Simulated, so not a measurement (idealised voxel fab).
Documented hereafter: the process module known as voxel wiring stack.
Xsec cut, 160 nm wide, square cell size 5 nm.
A cross-section is a grid of square cells, given in bands from the top down. A band is one or more rows of cells.
Top, bottom (nm), then materials left to right with widths (nm); lone material tagged "full width" fills the whole band edge to edge; "air" = empty space.
Where do heights start? At 0: under that level the wafer as delivered is made of one material only. And the lowest band has no floor; it just carries on downward, as in "0 and below".
So if you see something like "30 to 40" for the width, read it as the top row of the band sitting at the first number and the bottom row at the second, with every row in between moving by the same amount as the last.
No cell of the cross-section changed in a step that is given as "no alterations made".
Entry "Unvented voids". Content: empty spaces with no open connection to the top, size 8 cells or greater. Each: width x height at distance. Distance: from left edge. Unit: nm.
Past the settings on a step's line: simulator remark, on that step.
The "overlay nm" setting may appear on a step's line; for a step that uses a mask, it gives how far to the right of its planned position the mask lay, and a negative value indicates the left.
Process steps (planned):
- 1: RECEIVE, material Si
- 2: CONFORMAL_DEP, material SiO2, thk nm 10
- 3: DIRECTIONAL_DEP, material TiN, thk nm 5
- 4: DIRECTIONAL_DEP, material Ru, thk nm 25
- 5: MASKED_ETCH, tone cover, mask id METAL_1, width nm 25, pitch nm 50, etch materials Ru, depth nm 25, overlay nm 0
- 6: MASKED_ETCH, tone cover, mask id METAL_1, width nm 25, pitch nm 50, etch materials TiN, depth nm 5, overlay nm 0
- 7: CONFORMAL_DEP, material SiN, thk nm 5
- 8: FILL_DEP, material lowk, thk nm 5
- 9: CMP, height nm 40
- 10: CONFORMAL_DEP, material SiCN, thk nm 5
- 11: DIRECTIONAL_DEP, material SiO2, thk nm 35
- 12: DIRECTIONAL_DEP, material aC, thk nm 10
- 13: PATTERN, tone open, mask id METAL_2_HOLES, material resist, width nm 15, pitch nm 100, thk nm 30, overlay nm 0
- 14: DIRECTIONAL_ETCH, etch materials aC, depth nm 10
- 15: STRIP, etch materials resist
- 16: DIRECTIONAL_ETCH, etch materials SiO2, depth nm 35
- 17: STRIP, etch materials aC
- 18: PATTERN, tone open, mask id METAL_2, material resist, width nm 25, pitch nm 50, thk nm 15, overlay nm 0
- 19: DIRECTIONAL_ETCH, etch materials SiO2, depth nm 20
- 20: DIRECTIONAL_ETCH, etch materials SiCN, depth nm 5
- 21: STRIP, etch materials resist
- 22: CONFORMAL_DEP, material TiN, thk nm 5
- 23: FILL_DEP, material Cu, thk nm 10
- 24: CMP, height nm 80
- 25: CONFORMAL_DEP, material SiCN, thk nm 5
- 26: DIRECTIONAL_DEP, material SiO2, thk nm 30
- 27: MASKED_ETCH, tone open, mask id METAL_3, width nm 25, pitch nm 50, etch materials SiO2, depth nm 15, overlay nm 0
- 28: DIRECTIONAL_DEP, material aC, thk nm 10
- 29: PATTERN, tone open, mask id METAL_3_HOLES, material resist, width nm 15, pitch nm 100, thk nm 30, overlay nm 0
- 30: DIRECTIONAL_ETCH, etch materials aC, depth nm 10
- 31: STRIP, etch materials resist
- 32: DIRECTIONAL_ETCH, etch materials SiO2, depth nm 15
- 33: DIRECTIONAL_ETCH, etch materials SiCN, depth nm 5
- 34: STRIP, etch materials aC
- 35: CONFORMAL_DEP, material TiN, thk nm 5
- 36: FILL_DEP, material Ru, thk nm 5
- 37: CMP, height nm 115
- 38: CONFORMAL_DEP, material SiCN, thk nm 5
- 39: DIRECTIONAL_DEP, material lowk, thk nm 25
- 40: DIRECTIONAL_DEP, material aC, thk nm 15
- 41: PATTERN, tone open, mask id METAL_4_HOLES, material resist, width nm 15, pitch nm 100, thk nm 30, overlay nm 0
- 42: DIRECTIONAL_ETCH, etch materials aC, depth nm 15
- 43: STRIP, etch materials resist
- 44: DIRECTIONAL_ETCH, etch materials lowk, depth nm 25
- 45: STRIP, etch materials aC
- 46: DIRECTIONAL_DEP, material aC, thk nm 15
- 47: PATTERN, tone open, mask id METAL_4, material resist, width nm 25, pitch nm 50, thk nm 30, overlay nm 0
- 48: DIRECTIONAL_ETCH, etch materials aC, depth nm 15
- 49: STRIP, etch materials resist
- 50: DIRECTIONAL_ETCH, etch materials lowk, depth nm 15
- 51: DIRECTIONAL_ETCH, etch materials SiCN, depth nm 5
- 52: STRIP, etch materials aC
- 53: CONFORMAL_DEP, material TiN, thk nm 5
- 54: FILL_DEP, material Ru, thk nm 10
- 55: CMP, height nm 145
- 56: CONFORMAL_DEP, material SiN, thk nm 5
Cross-section of the wafer upon arrival, representing the state reached after step 1:
0 and below = Si full width
Unvented voids: none
The following cross-section depicts the wafer upon conclusion of the module. Processing commenced from the starting condition illustrated above and adhered to the plan illustrated above, save for one mistake in execution:
150 down to 145 = SiN full width
145 down to 135 = 15 of lowk  5 of TiN  15 of Ru  5 of TiN  25 of lowk  5 of TiN  15 of Ru  5 of TiN  25 of lowk  5 of TiN  15 of Ru  5 of TiN  20 of lowk
135 down to 130 = 15 of lowk  5 of TiN  5 of Ru  15 of TiN  25 of lowk  25 of TiN  25 of lowk  5 of TiN  5 of Ru  15 of TiN  20 of lowk
130 down to 120 = 15 of lowk  5 of TiN  5 of Ru  5 of TiN  85 of lowk  5 of TiN  5 of Ru  5 of TiN  30 of lowk
120 down to 115 = 15 of SiCN  15 of TiN  85 of SiCN  15 of TiN  30 of SiCN
115 down to 105 = 15 of SiO2  5 of TiN  15 of Ru  5 of TiN  25 of SiO2  5 of TiN  15 of Ru  5 of TiN  25 of SiO2  5 of TiN  15 of Ru  5 of TiN  20 of SiO2
105 down to 100 = 15 of SiO2  5 of TiN  5 of Ru  15 of TiN  25 of SiO2  25 of TiN  25 of SiO2  5 of TiN  5 of Ru  15 of TiN  20 of SiO2
100 down to 85 = 15 of SiO2  5 of TiN  5 of Ru  5 of TiN  85 of SiO2  5 of TiN  5 of Ru  5 of TiN  30 of SiO2
85 down to 80 = 15 of SiCN  15 of TiN  85 of SiCN  15 of TiN  30 of SiCN
80 down to 60 = 15 of SiO2  5 of TiN  15 of Cu  5 of TiN  25 of SiO2  5 of TiN  15 of Cu  5 of TiN  25 of SiO2  5 of TiN  15 of Cu  5 of TiN  20 of SiO2
60 down to 55 = 15 of SiO2  5 of TiN  5 of Cu  15 of TiN  25 of SiO2  25 of TiN  25 of SiO2  5 of TiN  5 of Cu  15 of TiN  20 of SiO2
55 down to 45 = 15 of SiO2  5 of TiN  5 of Cu  5 of TiN  85 of SiO2  5 of TiN  5 of Cu  5 of TiN  30 of SiO2
45 down to 40 = 15 of SiCN  15 of TiN  85 of SiCN  15 of TiN  30 of SiCN
40 down to 15 = 10 of lowk  5 of SiN  25 of Ru  5 of SiN  15 of lowk  5 of SiN  25 of Ru  5 of SiN  15 of lowk  5 of SiN  25 of Ru  5 of SiN  15 of lowk
15 down to 10 = 15 of SiN  25 of TiN  25 of SiN  25 of TiN  25 of SiN  25 of TiN  20 of SiN
10 down to 0 = SiO2 full width
0 and below = Si full width
Unvented voids: none
Run error: rather than as planned, step 19 actually ran as DIRECTIONAL_ETCH, etch materials SiO2, depth nm 25
